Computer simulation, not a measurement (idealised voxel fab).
voxel quadruple lines: a process module
The width of the displayed cross-section, cut, is 295 nm; its cells are square, with a size of 5 nm.
Throughout this document, each cross-section is represented as a grid of square cells and is presented as a sequence of bands enumerated from the top downward, where a band comprises one or more rows of cells. Band: top height; bottom height; in nm. Then, left to right: material with width in nm, for each material. "full width": a single material spanning edge to edge. "empty": empty space. Note: height 0 marks the level under which the wafer is uniformly one material as received. Lowest band unbounded below, written "z 0 and below". A width such as "30->40" changes by the same amount from each row of cells to the next, from the band's top row to its bottom row. The designation "identical to before", where it is given for a processing step, indicates that no cell of the cross-section was altered in the course of that step. If an empty space has no open way to the top and is at least 8 cells in size, "Closed void listing" lists it, written width x height at distance, where distance is measured from the left edge and every value is in nm. What comes after the settings on a step's line is commentary from the simulator itself on that step. If you see "overlay nm" on a step's line and that step has a mask, it's telling you how far right of where it was planned the mask ended up; a negative number means it went left instead.

Set out below are the planned steps of the process
1,RECEIVE: material Si
2,CONFORMAL_DEP: material Al2O3, thk nm 5
3,DIRECTIONAL_DEP: material TiN, thk nm 15
4,DIRECTIONAL_DEP: material polySi, thk nm 20
5,DIRECTIONAL_DEP: material aC, thk nm 20
6,PATTERN: tone cover, mask id MANDREL, material resist, width nm 15, thk nm 30, overlay nm 0
7,DIRECTIONAL_ETCH: etch materials aC, depth nm 20
8,STRIP: etch materials resist
9,CONFORMAL_DEP: material SiO2, thk nm 10
10,DIRECTIONAL_ETCH: etch materials SiO2, depth nm 10
11,STRIP: etch materials aC
12,DIRECTIONAL_ETCH: etch materials polySi, depth nm 20
13,STRIP: etch materials SiO2
14,CONFORMAL_DEP: material SiCN, thk nm 5
15,DIRECTIONAL_ETCH: etch materials SiCN, depth nm 5
16,STRIP: etch materials polySi
17,DIRECTIONAL_ETCH: etch materials TiN, depth nm 15
18,STRIP: etch materials SiCN
The width nm used in step 6 is not the same on every wafer, whereas the starting condition is; the value printed in the plan is the first wafer's.

The first of several wafers, as received after step 1, seen in section
z 0 and below | Si full width
Closed void listing: none

The following table contains a row per wafer, in which are reported, at the conclusion of the module, the cells of each material gained (+) or lost (-) since the wafer's receipt, with its closed voids given thereafter
width nm 15, +59 Al2O3, +12 TiN, Closed void listing: none
width nm 20, +59 Al2O3, +12 TiN, Closed void listing: none
width nm 25, +59 Al2O3, +12 TiN, Closed void listing: none
width nm 30, +59 Al2O3, +12 TiN, Closed void listing: none
width nm 35, +59 Al2O3, +12 TiN, Closed void listing: none
